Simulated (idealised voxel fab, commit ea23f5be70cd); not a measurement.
Documented hereafter: the process module known as voxel ribs on slabs.
Square cell edge 5 nm, section width 155 nm, ID cut.
When this document writes out a cross-section, it uses a grid of square cells and lists it as bands, beginning at the top and moving down, with a band standing for one or more rows of cells.
Read a band's entry like this: the first values are the height of its top and the height of its bottom in nm, and what follows is the sequence of materials from left to right, each with its width in nm. Note that "air" is empty space, and that a single material marked "everywhere" reaches across the band from edge to edge.
The level at which height equals 0 is the one under which the wafer, as it arrives, is entirely one material. No lower edge exists for the bottom band, which continues downward and is notated as in "from 0 down".
The notation "30..40" denotes a width that varies across the rows of cells in the band, beginning at the first number in the top row, finishing at the second number in the bottom row, and changing by an identical amount from each row to the next.
Any step labelled "no change" changed none of the cells in the cross-section.
"Closed cavity list" lists enclosed empty spaces (at least 8 cells, no open path upward to the top), each as width x height at distance from the left edge, in nm.
On each step's line, the part that comes after the settings is the simulator's own comment on the step.
The "overlay nm" setting may appear on a step's line; for a step that uses a mask, it gives how far to the right of its planned position the mask lay, and a negative value indicates the left.
Quick note on how to read the rest: it's all pairs. You get the cross-section before a process step and the one after, but the after one only goes down as far as the lowest band that changed. The step in between, with its settings, sits under the pair. Heads up, the pairs can come from different runs of this module on the same starting wafer, so don't assume a pair picks up from the one above unless its "Pre-process" entry says it does.

-- Pre-process
* from 0 down | Si everywhere
* Closed cavity list: none

-- As Processed
* from 25 to 0 | SiO2 everywhere
* Lower than 0, everything is as it was.
* Closed cavity list: none
Q: step between the cross-sections above? A: DIRECTIONAL_DEP with material SiO2, thk nm 25

Pre-process: cross-section not repeated; it is the one shown after the step in the pair just above.

-- As Processed
* from 45 to 25 | SiN everywhere
* Lower than 25, everything is as it was.
* Closed cavity list: none
Q: step between the cross-sections above? A: DIRECTIONAL_DEP with material SiN, thk nm 20

Pre-process: cross-section not repeated; it is the one shown after the step in the pair just above.

-- As Processed
* from 65 to 45 | air 65 nm, then resist 20 nm, then air 70 nm
* Lower than 45, everything is as it was.
* Closed cavity list: none
Q: step between the cross-sections above? A: PATTERN with tone cover, mask id RIB, material resist, width nm 20, thk nm 20, overlay nm 0

Pre-process: cross-section not repeated; it is the one shown after the step in the pair just above.

-- As Processed
* from 65 to 45 | air 65 nm, then resist 20 nm, then air 70 nm
* from 45 to 35 | air 65 nm, then SiN 20 nm, then air 70 nm
* Lower than 35, everything is as it was.
* Closed cavity list: none
Q: step between the cross-sections above? A: DIRECTIONAL_ETCH with etch materials SiN, depth nm 10

Pre-process: cross-section not repeated; it is the one shown after the step in the pair just above.

-- As Processed
* from 45 to 35 | air 65 nm, then SiN 20 nm, then air 70 nm
* Lower than 35, everything is as it was.
* Closed cavity list: none
Q: step between the cross-sections above? A: STRIP with etch materials resist

Pre-process: cross-section not repeated; it is the one shown after the step in the pair just above.

-- As Processed
* from 45 to 35 | air 65 nm, then SiN 20 nm, then air 70 nm
* from 35 to 25 | air 45 nm, then SiN 60 nm, then air 50 nm
* Lower than 25, everything is as it was.
* Closed cavity list: none
Q: step between the cross-sections above? A: MASKED_ETCH with tone cover, mask id SLAB, width nm 60, etch materials SiN, depth nm 10, overlay nm 0

Pre-process: cross-section not repeated; it is the one shown after the step in the pair just above.

-- As Processed
* from 70 to 45 | SiO2 everywhere
* from 45 to 35 | SiO2 65 nm, then SiN 20 nm, then SiO2 70 nm
* from 35 to 25 | SiO2 45 nm, then SiN 60 nm, then SiO2 50 nm
* Lower than 25, everything is as it was.
* Closed cavity list: none
Q: step between the cross-sections above? A: FILL_DEP with material SiO2, thk nm 25

Pre-process: cross-section not repeated; it is the one shown after the step in the pair just above.

-- As Processed
* from 60 to 45 | SiO2 everywhere
* Lower than 45, everything is as it was.
* Closed cavity list: none
Q: step between the cross-sections above? A: CMP with height nm 60

Pre-process: cross-section not repeated; it is the one shown after the step in the pair just above.

-- As Processed
* from 65 to 60 | TiN everywhere
* Lower than 60, everything is as it was.
* Closed cavity list: none
Q: step between the cross-sections above? A: DIRECTIONAL_DEP with material TiN, thk nm 5

Pre-process: cross-section not repeated; it is the one shown after the step in the pair just above.

-- As Processed
* from 65 to 60 | air 60 nm, then TiN 30 nm, then air 65 nm
* Lower than 60, everything is as it was.
* Closed cavity list: none
Q: step between the cross-sections above? A: MASKED_ETCH with tone cover, mask id HEATER, width nm 30, etch materials TiN, depth nm 5, overlay nm 0

Pre-process: cross-section not repeated; it is the one shown after the step in the pair just above.

-- As Processed
* from 70 to 65 | air 55 nm, then SiO2 40 nm, then air 60 nm
* from 65 to 60 | SiO2 60 nm, then TiN 30 nm, then SiO2 65 nm
* Lower than 60, everything is as it was.
* Closed cavity list: none
Q: step between the cross-sections above? A: CONFORMAL_DEP with material SiO2, thk nm 5

-- Pre-process
* from 25 to 0 | SiO2 everywhere
* from 0 down | Si everywhere
* Closed cavity list: none

-- As Processed
* from 50 to 0 | SiO2 everywhere
* Lower than 0, everything is as it was.
* Closed cavity list: none
Q: step between the cross-sections above? A: DIRECTIONAL_DEP with material SiO2, thk nm 25

Pre-process: cross-section not repeated; it is the one shown after the step in the pair just above.

-- As Processed
* from 70 to 50 | SiN everywhere
* Lower than 50, everything is as it was.
* Closed cavity list: none
Q: step between the cross-sections above? A: DIRECTIONAL_DEP with material SiN, thk nm 20

Pre-process: cross-section not repeated; it is the one shown after the step in the pair just above.

-- As Processed
* from 90 to 70 | air 65 nm, then resist 20 nm, then air 70 nm
* Lower than 70, everything is as it was.
* Closed cavity list: none
Q: step between the cross-sections above? A: PATTERN with tone cover, mask id RIB, material resist, width nm 20, thk nm 20, overlay nm 0

Pre-process: cross-section not repeated; it is the one shown after the step in the pair just above.

-- As Processed
* from 90 to 70 | air 65 nm, then resist 20 nm, then air 70 nm
* from 70 to 60 | air 65 nm, then SiN 20 nm, then air 70 nm
* Lower than 60, everything is as it was.
* Closed cavity list: none
Q: step between the cross-sections above? A: DIRECTIONAL_ETCH with etch materials SiN, depth nm 10

Pre-process: cross-section not repeated; it is the one shown after the step in the pair just above.

-- As Processed
* from 70 to 60 | air 65 nm, then SiN 20 nm, then air 70 nm
* Lower than 60, everything is as it was.
* Closed cavity list: none
Q: step between the cross-sections above? A: STRIP with etch materials resist

Pre-process: cross-section not repeated; it is the one shown after the step in the pair just above.

-- As Processed
* from 70 to 60 | air 65 nm, then SiN 20 nm, then air 70 nm
* from 60 to 50 | air 45 nm, then SiN 60 nm, then air 50 nm
* Lower than 50, everything is as it was.
* Closed cavity list: none
Q: step between the cross-sections above? A: MASKED_ETCH with tone cover, mask id SLAB, width nm 60, etch materials SiN, depth nm 10, overlay nm 0

Pre-process: cross-section not repeated; it is the one shown after the step in the pair just above.

-- As Processed
* from 95 to 70 | SiO2 everywhere
* from 70 to 60 | SiO2 65 nm, then SiN 20 nm, then SiO2 70 nm
* from 60 to 50 | SiO2 45 nm, then SiN 60 nm, then SiO2 50 nm
* Lower than 50, everything is as it was.
* Closed cavity list: none
Q: step between the cross-sections above? A: FILL_DEP with material SiO2, thk nm 25

Pre-process: cross-section not repeated; it is the one shown after the step in the pair just above.

-- As Processed
* from 60 to 50 | SiO2 45 nm, then SiN 60 nm, then SiO2 50 nm
* Lower than 50, everything is as it was.
* Closed cavity list: none
Q: step between the cross-sections above? A: CMP with height nm 60

Pre-process: cross-section not repeated; it is the one shown after the step in the pair just above.

-- As Processed
* from 65 to 60 | TiN everywhere
* Lower than 60, everything is as it was.
* Closed cavity list: none
Q: step between the cross-sections above? A: DIRECTIONAL_DEP with material TiN, thk nm 5

Pre-process: cross-section not repeated; it is the one shown after the step in the pair just above.

-- As Processed
* from 65 to 60 | air 60 nm, then TiN 30 nm, then air 65 nm
* Lower than 60, everything is as it was.
* Closed cavity list: none
Q: step between the cross-sections above? A: MASKED_ETCH with tone cover, mask id HEATER, width nm 30, etch materials TiN, depth nm 5, overlay nm 0

Pre-process: cross-section not repeated; it is the one shown after the step in the pair just above.

-- As Processed
* from 70 to 65 | air 55 nm, then SiO2 40 nm, then air 60 nm
* from 65 to 60 | SiO2 60 nm, then TiN 30 nm, then SiO2 65 nm
* Lower than 60, everything is as it was.
* Closed cavity list: none
Q: step between the cross-sections above? A: CONFORMAL_DEP with material SiO2, thk nm 5

-- Pre-process
* from 25 to 0 | SiO2 everywhere
* from 0 down | Si everywhere
* Closed cavity list: none

-- As Processed
* from 45 to 25 | air 65 nm, then resist 20 nm, then air 70 nm
* Lower than 25, everything is as it was.
* Closed cavity list: none
Q: step between the cross-sections above? A: PATTERN with tone cover, mask id RIB, material resist, width nm 20, thk nm 20, overlay nm 0

Pre-process: cross-section not repeated; it is the one shown after the step in the pair just above.

-- As Processed
* from 65 to 45 | air 65 nm, then SiN 20 nm, then air 70 nm
* from 45 to 25 | SiN 65 nm, then resist 20 nm, then SiN 70 nm
* Lower than 25, everything is as it was.
* Closed cavity list: none
Q: step between the cross-sections above? A: DIRECTIONAL_DEP with material SiN, thk nm 20

Pre-process: cross-section not repeated; it is the one shown after the step in the pair just above.

-- As Processed
* from 55 to 45 | air 65 nm, then SiN 20 nm, then air 70 nm
* from 45 to 35 | air 65 nm, then resist 20 nm, then air 70 nm
* Lower than 35, everything is as it was.
* Closed cavity list: none
Q: step between the cross-sections above? A: DIRECTIONAL_ETCH with etch materials SiN, depth nm 10

Pre-process: cross-section not repeated; it is the one shown after the step in the pair just above.

-- As Processed
* from 35 to 25 | SiN 65 nm, then air 20 nm, then SiN 70 nm
* Lower than 25, everything is as it was.
* Closed cavity list: none
Q: step between the cross-sections above? A: STRIP with etch materials resist

Pre-process: cross-section not repeated; it is the one shown after the step in the pair just above.

-- As Processed
* from 35 to 25 | air 45 nm, then SiN 20 nm, then air 20 nm, then SiN 20 nm, then air 50 nm
* Lower than 25, everything is as it was.
* Closed cavity list: none
Q: step between the cross-sections above? A: MASKED_ETCH with tone cover, mask id SLAB, width nm 60, etch materials SiN, depth nm 10, overlay nm 0

Pre-process: cross-section not repeated; it is the one shown after the step in the pair just above.

-- As Processed
* from 60 to 35 | SiO2 everywhere
* from 35 to 25 | SiO2 45 nm, then SiN 20 nm, then SiO2 20 nm, then SiN 20 nm, then SiO2 50 nm
* Lower than 25, everything is as it was.
* Closed cavity list: none
Q: step between the cross-sections above? A: FILL_DEP with material SiO2, thk nm 25

Pre-process: cross-section not repeated; it is the one shown after the step in the pair just above.

-- As Processed
* from 65 to 60 | TiN everywhere
* Lower than 60, everything is as it was.
* Closed cavity list: none
Q: step between the cross-sections above? A: DIRECTIONAL_DEP with material TiN, thk nm 5

Pre-process: cross-section not repeated; it is the one shown after the step in the pair just above.

-- As Processed
* from 65 to 60 | air 60 nm, then TiN 30 nm, then air 65 nm
* Lower than 60, everything is as it was.
* Closed cavity list: none
Q: step between the cross-sections above? A: MASKED_ETCH with tone cover, mask id HEATER, width nm 30, etch materials TiN, depth nm 5, overlay nm 0

Pre-process: cross-section not repeated; it is the one shown after the step in the pair just above.

-- As Processed
* from 70 to 65 | air 55 nm, then SiO2 40 nm, then air 60 nm
* from 65 to 60 | SiO2 60 nm, then TiN 30 nm, then SiO2 65 nm
* Lower than 60, everything is as it was.
* Closed cavity list: none
Q: step between the cross-sections above? A: CONFORMAL_DEP with material SiO2, thk nm 5

-- Pre-process
* from 0 down | Si everywhere
* Closed cavity list: none

-- As Processed
* from 35 to 0 | SiO2 everywhere
* Lower than 0, everything is as it was.
* Closed cavity list: none
Q: step between the cross-sections above? A: DIRECTIONAL_DEP with material SiO2, thk nm 35

Pre-process: cross-section not repeated; it is the one shown after the step in the pair just above.

-- As Processed
* from 55 to 35 | SiN everywhere
* Lower than 35, everything is as it was.
* Closed cavity list: none
Q: step between the cross-sections above? A: DIRECTIONAL_DEP with material SiN, thk nm 20

Pre-process: cross-section not repeated; it is the one shown after the step in the pair just above.

-- As Processed
* from 75 to 55 | air 65 nm, then resist 20 nm, then air 70 nm
* Lower than 55, everything is as it was.
* Closed cavity list: none
Q: step between the cross-sections above? A: PATTERN with tone cover, mask id RIB, material resist, width nm 20, thk nm 20, overlay nm 0

Pre-process: cross-section not repeated; it is the one shown after the step in the pair just above.

-- As Processed
* from 75 to 55 | air 65 nm, then resist 20 nm, then air 70 nm
* from 55 to 45 | air 65 nm, then SiN 20 nm, then air 70 nm
* Lower than 45, everything is as it was.
* Closed cavity list: none
Q: step between the cross-sections above? A: DIRECTIONAL_ETCH with etch materials SiN, depth nm 10

Pre-process: cross-section not repeated; it is the one shown after the step in the pair just above.

-- As Processed
* from 55 to 45 | air 65 nm, then SiN 20 nm, then air 70 nm
* Lower than 45, everything is as it was.
* Closed cavity list: none
Q: step between the cross-sections above? A: STRIP with etch materials resist

Pre-process: cross-section not repeated; it is the one shown after the step in the pair just above.

-- As Processed
* from 55 to 45 | air 65 nm, then SiN 20 nm, then air 70 nm
* from 45 to 35 | air 45 nm, then SiN 60 nm, then air 50 nm
* Lower than 35, everything is as it was.
* Closed cavity list: none
Q: step between the cross-sections above? A: MASKED_ETCH with tone cover, mask id SLAB, width nm 60, etch materials SiN, depth nm 10, overlay nm 0

Pre-process: cross-section not repeated; it is the one shown after the step in the pair just above.

-- As Processed
* from 80 to 55 | SiO2 everywhere
* from 55 to 45 | SiO2 65 nm, then SiN 20 nm, then SiO2 70 nm
* from 45 to 35 | SiO2 45 nm, then SiN 60 nm, then SiO2 50 nm
* Lower than 35, everything is as it was.
* Closed cavity list: none
Q: step between the cross-sections above? A: FILL_DEP with material SiO2, thk nm 25

Pre-process: cross-section not repeated; it is the one shown after the step in the pair just above.

-- As Processed
* from 60 to 55 | SiO2 everywhere
* Lower than 55, everything is as it was.
* Closed cavity list: none
Q: step between the cross-sections above? A: CMP with height nm 60

Pre-process: cross-section not repeated; it is the one shown after the step in the pair just above.

-- As Processed
* from 65 to 60 | TiN everywhere
* Lower than 60, everything is as it was.
* Closed cavity list: none
Q: step between the cross-sections above? A: DIRECTIONAL_DEP with material TiN, thk nm 5

Pre-process: cross-section not repeated; it is the one shown after the step in the pair just above.

-- As Processed
* from 65 to 60 | air 60 nm, then TiN 30 nm, then air 65 nm
* Lower than 60, everything is as it was.
* Closed cavity list: none
Q: step between the cross-sections above? A: MASKED_ETCH with tone cover, mask id HEATER, width nm 30, etch materials TiN, depth nm 5, overlay nm 0

Pre-process: cross-section not repeated; it is the one shown after the step in the pair just above.

-- As Processed
* from 70 to 65 | air 55 nm, then SiO2 40 nm, then air 60 nm
* from 65 to 60 | SiO2 60 nm, then TiN 30 nm, then SiO2 65 nm
* Lower than 60, everything is as it was.
* Closed cavity list: none
Q: step between the cross-sections above? A: CONFORMAL_DEP with material SiO2, thk nm 5

-- Pre-process
* from 65 to 60 | TiN everywhere
* from 60 to 45 | SiO2 everywhere
* from 45 to 35 | SiO2 65 nm, then SiN 20 nm, then SiO2 70 nm
* from 35 to 25 | SiO2 45 nm, then SiN 60 nm, then SiO2 50 nm
* from 25 to 0 | SiO2 everywhere
* from 0 down | Si everywhere
* Closed cavity list: none

-- As Processed
* from 65 to 60 | air 55 nm, then TiN 40 nm, then air 60 nm
* Lower than 60, everything is as it was.
* Closed cavity list: none
Q: step between the cross-sections above? A: MASKED_ETCH with tone cover, mask id HEATER, width nm 40, etch materials TiN, depth nm 5, overlay nm 0

Pre-process: cross-section not repeated; it is the one shown after the step in the pair just above.

-- As Processed
* from 70 to 65 | air 50 nm, then SiO2 50 nm, then air 55 nm
* from 65 to 60 | SiO2 55 nm, then TiN 40 nm, then SiO2 60 nm
* Lower than 60, everything is as it was.
* Closed cavity list: none
Q: step between the cross-sections above? A: CONFORMAL_DEP with material SiO2, thk nm 5

-- Pre-process
* from 45 to 25 | SiN everywhere
* from 25 to 0 | SiO2 everywhere
* from 0 down | Si everywhere
* Closed cavity list: none

-- As Processed
* from 65 to 45 | air 55 nm, then resist 20 nm, then air 80 nm
* Lower than 45, everything is as it was.
* Closed cavity list: none
Q: step between the cross-sections above? A: PATTERN with tone cover, mask id RIB, material resist, width nm 20, thk nm 20, overlay nm -10

Pre-process: cross-section not repeated; it is the one shown after the step in the pair just above.

-- As Processed
* from 65 to 45 | air 55 nm, then resist 20 nm, then air 80 nm
* from 45 to 35 | air 55 nm, then SiN 20 nm, then air 80 nm
* Lower than 35, everything is as it was.
* Closed cavity list: none
Q: step between the cross-sections above? A: DIRECTIONAL_ETCH with etch materials SiN, depth nm 10

Pre-process: cross-section not repeated; it is the one shown after the step in the pair just above.

-- As Processed
* from 45 to 35 | air 55 nm, then SiN 20 nm, then air 80 nm
* Lower than 35, everything is as it was.
* Closed cavity list: none
Q: step between the cross-sections above? A: STRIP with etch materials resist

Pre-process: cross-section not repeated; it is the one shown after the step in the pair just above.

-- As Processed
* from 45 to 35 | air 55 nm, then SiN 20 nm, then air 80 nm
* from 35 to 25 | air 45 nm, then SiN 60 nm, then air 50 nm
* Lower than 25, everything is as it was.
* Closed cavity list: none
Q: step between the cross-sections above? A: MASKED_ETCH with tone cover, mask id SLAB, width nm 60, etch materials SiN, depth nm 10, overlay nm 0

Pre-process: cross-section not repeated; it is the one shown after the step in the pair just above.

-- As Processed
* from 70 to 45 | SiO2 everywhere
* from 45 to 35 | SiO2 55 nm, then SiN 20 nm, then SiO2 80 nm
* from 35 to 25 | SiO2 45 nm, then SiN 60 nm, then SiO2 50 nm
* Lower than 25, everything is as it was.
* Closed cavity list: none
Q: step between the cross-sections above? A: FILL_DEP with material SiO2, thk nm 25

Pre-process: cross-section not repeated; it is the one shown after the step in the pair just above.

-- As Processed
* from 60 to 45 | SiO2 everywhere
* Lower than 45, everything is as it was.
* Closed cavity list: none
Q: step between the cross-sections above? A: CMP with height nm 60

Pre-process: cross-section not repeated; it is the one shown after the step in the pair just above.

-- As Processed
* from 65 to 60 | TiN everywhere
* Lower than 60, everything is as it was.
* Closed cavity list: none
Q: step between the cross-sections above? A: DIRECTIONAL_DEP with material TiN, thk nm 5

Pre-process: cross-section not repeated; it is the one shown after the step in the pair just above.

-- As Processed
* from 65 to 60 | air 60 nm, then TiN 30 nm, then air 65 nm
* Lower than 60, everything is as it was.
* Closed cavity list: none
Q: step between the cross-sections above? A: MASKED_ETCH with tone cover, mask id HEATER, width nm 30, etch materials TiN, depth nm 5, overlay nm 0

Pre-process: cross-section not repeated; it is the one shown after the step in the pair just above.

-- As Processed
* from 70 to 65 | air 55 nm, then SiO2 40 nm, then air 60 nm
* from 65 to 60 | SiO2 60 nm, then TiN 30 nm, then SiO2 65 nm
* Lower than 60, everything is as it was.
* Closed cavity list: none
Q: step between the cross-sections above? A: CONFORMAL_DEP with material SiO2, thk nm 5

-- Pre-process
* from 65 to 60 | air 60 nm, then TiN 30 nm, then air 65 nm
* from 60 to 45 | SiO2 everywhere
* from 45 to 35 | SiO2 65 nm, then SiN 20 nm, then SiO2 70 nm
* from 35 to 25 | SiO2 45 nm, then SiN 60 nm, then SiO2 50 nm
* from 25 to 0 | SiO2 everywhere
* from 0 down | Si everywhere
* Closed cavity list: none

-- As Processed
* from 70 to 65 | air 55 nm, then TiN 40 nm, then air 60 nm
* from 65 to 60 | TiN everywhere
* Lower than 60, everything is as it was.
* Closed cavity list: none
Q: step between the cross-sections above? A: CONFORMAL_DEP with material TiN, thk nm 5

-- Pre-process
* from 65 to 60 | TiN everywhere
* from 60 to 45 | SiO2 everywhere
* from 45 to 35 | SiO2 65 nm, then SiN 20 nm, then SiO2 70 nm
* from 35 to 25 | SiO2 45 nm, then SiN 60 nm, then SiO2 50 nm
* from 25 to 0 | SiO2 everywhere
* from 0 down | Si everywhere
* Closed cavity list: none

-- As Processed
* from 65 to 60 | TiN 60 nm, then air 30 nm, then TiN 65 nm
* Lower than 60, everything is as it was.
* Closed cavity list: none
Q: step between the cross-sections above? A: MASKED_ETCH with tone open, mask id HEATER, width nm 30, etch materials TiN, depth nm 5, overlay nm 0

Pre-process: cross-section not repeated; it is the one shown after the step in the pair just above.

-- As Processed
* from 70 to 65 | SiO2 65 nm, then air 20 nm, then SiO2 70 nm
* from 65 to 60 | TiN 60 nm, then SiO2 30 nm, then TiN 65 nm
* Lower than 60, everything is as it was.
* Closed cavity list: none
Q: step between the cross-sections above? A: CONFORMAL_DEP with material SiO2, thk nm 5
